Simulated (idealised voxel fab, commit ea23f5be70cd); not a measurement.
This section sets out a process module, namely voxel plated lines.
The cross-section on display is named cut; it measures 245 nm wide, and its cells are 5 nm squares.
Throughout this document, each cross-section is represented as a grid of square cells and is presented as a sequence of bands enumerated from the top downward, where a band comprises one or more rows of cells.
What a band's entry tells you: where the top is and where the bottom is, as heights in nm, and after that what lies inside, material by material from left to right, each with its width in nm. Empty space is written as the word "air", and a single material marked with the word "everywhere" occupies the band from edge to edge.
Ref level 0: as-received wafer is one material below here. Bottom band extends down with no lower bound ("0 down").
Width spec "30->40" -> top row of cells at first value, bottom row at second value, equal per-row change in between.
You'll sometimes find "nothing was modified" written for a step, and that's the way of saying that nowhere in the cross-section did a cell change during that step.
For the entry "Closed void roster", the listed items are empty spaces with no open way to the top whose size is 8 cells or more; each item follows the pattern width x height at distance, where distance is from the left edge and all three are in nm.
It should be noted that, on the line of a given step, the content following the step's settings is a remark produced by the simulator itself with respect to that step.
"overlay nm", when on a step's line for a step with a mask, measures how far to the right of its planned place the mask lay; a negative measure means to the left.
[Process steps foreseen in the plan]
- 1: RECEIVE [material Si]
- 2: CONFORMAL_DEP [material SiN] [thk nm 15]
- 3: DIRECTIONAL_DEP [material TiN] [thk nm 5]
- 4: PATTERN [tone open] [mask id LINES] [material resist] [width nm 20] [pitch nm 45] [thk nm 15] [overlay nm 0]
- 5: EPI [material Ru] [thk nm 10]
- 6: STRIP [etch materials resist]
- 7: DIRECTIONAL_ETCH [etch materials TiN] [depth nm 5]
- 8: CONFORMAL_DEP [material SiO2] [thk nm 5]
[Cross-sectional view of the wafer in its as-received condition, corresponding to the state after step 1]
  0 down: Si everywhere
  Closed void roster: none
[Sectioned view, first of two wafers, at the close of the module, processed as intended in the plan]
  35 to 30: air 40; SiO2 30; air 15; SiO2 30; air 15; SiO2 30; air 15; SiO2 30; air 40
  30 to 20: air 40; SiO2 5; Ru 20; SiO2 5; air 15; SiO2 5; Ru 20; SiO2 5; air 15; SiO2 5; Ru 20; SiO2 5; air 15; SiO2 5; Ru 20; SiO2 5; air 40
  20 to 15: SiO2 45; TiN 20; SiO2 25; TiN 20; SiO2 25; TiN 20; SiO2 25; TiN 20; SiO2 45
  15 to 0: SiN everywhere
  0 down: Si everywhere
  Closed void roster: none
[Cross-section, second wafer: same start as the first, same plan as the first, one mistake in running it; taken at the end of the module]
  35 to 30: air 35; SiO2 40; air 5; SiO2 40; air 5; SiO2 40; air 5; SiO2 40; air 35
  30 to 20: air 35; SiO2 5; Ru 30; SiO2 5; air 5; SiO2 5; Ru 30; SiO2 5; air 5; SiO2 5; Ru 30; SiO2 5; air 5; SiO2 5; Ru 30; SiO2 5; air 35
  20 to 15: SiO2 40; TiN 30; SiO2 15; TiN 30; SiO2 15; TiN 30; SiO2 15; TiN 30; SiO2 40
  15 to 0: SiN everywhere
  0 down: Si everywhere
  Closed void roster: none
Heads up, the wafer didn't run the way we planned it: in deviation from the planned setting, step 4 was conducted as PATTERN [tone open] [mask id LINES] [material resist] [width nm 30] [pitch nm 45] [thk nm 15] [overlay nm 0]
End check, counted in cells, second wafer has more or fewer of these materials than the first: Ru: 16 more, TiN: 8 more
